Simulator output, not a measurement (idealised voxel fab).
You're looking at the process module voxel wiring stack.
Shown is cross-section cut, with a width of 215 nm and square cells of size 5 nm.
Cross-section = grid of square cells, listed top down in bands; band = one or more rows.
This entry defines a band. It first specifies the height of the band's top and the height of its bottom in nm, and then specifies the band's materials from left to right, stating each material with its width in nm. The word "edge to edge" identifies a single material that fills the band from edge to edge, while the word "air" identifies empty space.
Basically, 0 is our baseline, since under it the wafer straight out of the box is all one material. The bottom band has no lower end and keeps on going down, so it looks like "z 0 and below".
A width given as "30..40" starts at the first number in the band's top row and ends at the second number in its bottom row, shifting by an equal amount at every step from row to row.
Take "no alteration" at face value: in the step it is given for, the cross-section changed in none of its cells.
"Closed empty spaces" specifies each empty space that is not open to the top and that occupies no fewer than 8 cells, using the form width x height at distance, the distance measured from the left edge and all three quantities in nm.
Where a step's line continues beyond its settings, the continuation is a remark by the simulator itself on that step.
What "overlay nm" on a step's line means: if the step has a mask, that mask lay this far to the right of its planned place, or, when the value is negative, to the left.
## The process steps that were planned are listed below
| 1 | RECEIVE, material Si |
| 2 | CONFORMAL_DEP, material SiO2, thk nm 15 |
| 3 | DIRECTIONAL_DEP, material TiN, thk nm 5 |
| 4 | DIRECTIONAL_DEP, material Ru, thk nm 20 |
| 5 | PATTERN, tone cover, mask id METAL_1, material resist, width nm 20, pitch nm 45, thk nm 15, overlay nm 0 |
| 6 | DIRECTIONAL_ETCH, etch materials Ru, depth nm 20 |
| 7 | DIRECTIONAL_ETCH, etch materials TiN, depth nm 5 |
| 8 | STRIP, etch materials resist |
| 9 | FILL_DEP, material lowk, thk nm 5 |
| 10 | CMP, height nm 40 |
| 11 | CONFORMAL_DEP, material SiCN, thk nm 5 |
| 12 | DIRECTIONAL_DEP, material SiO2, thk nm 35 |
| 13 | PATTERN, tone open, mask id METAL_2, material resist, width nm 20, pitch nm 45, thk nm 20, overlay nm 0 |
| 14 | DIRECTIONAL_ETCH, etch materials SiO2, depth nm 20 |
| 15 | STRIP, etch materials resist |
| 16 | DIRECTIONAL_DEP, material aC, thk nm 15 |
| 17 | PATTERN, tone open, mask id METAL_2_HOLES, material resist, width nm 15, pitch nm 90, thk nm 35, overlay nm 0 |
| 18 | DIRECTIONAL_ETCH, etch materials aC, depth nm 15 |
| 19 | STRIP, etch materials resist |
| 20 | DIRECTIONAL_ETCH, etch materials SiO2, depth nm 15 |
| 21 | DIRECTIONAL_ETCH, etch materials SiCN, depth nm 5 |
| 22 | STRIP, etch materials aC |
| 23 | CONFORMAL_DEP, material TiN, thk nm 5 |
| 24 | FILL_DEP, material Cu, thk nm 5 |
| 25 | CMP, height nm 80 |
| 26 | CONFORMAL_DEP, material SiN, thk nm 5 |
## As-received state of the wafer in cross-section, equivalent to post-step 1
> z 0 and below = Si edge to edge
> Closed empty spaces: none
## End-of-module cross-section. Starting structure and process plan as above; one mistake made in running it
> z 85 to 80 = SiN edge to edge
> z 80 to 45 = SiO2 edge to edge
> z 45 to 40 = SiCN edge to edge
> z 40 to 20 = lowk 30 / Ru 20 / lowk 25 / Ru 20 / lowk 25 / Ru 20 / lowk 25 / Ru 20 / lowk 30
> z 20 to 15 = lowk 30 / TiN 20 / lowk 25 / TiN 20 / lowk 25 / TiN 20 / lowk 25 / TiN 20 / lowk 30
> z 15 to 0 = SiO2 edge to edge
> z 0 and below = Si edge to edge
> Closed empty spaces: none
Processing error: step 12 in the plan was executed twice
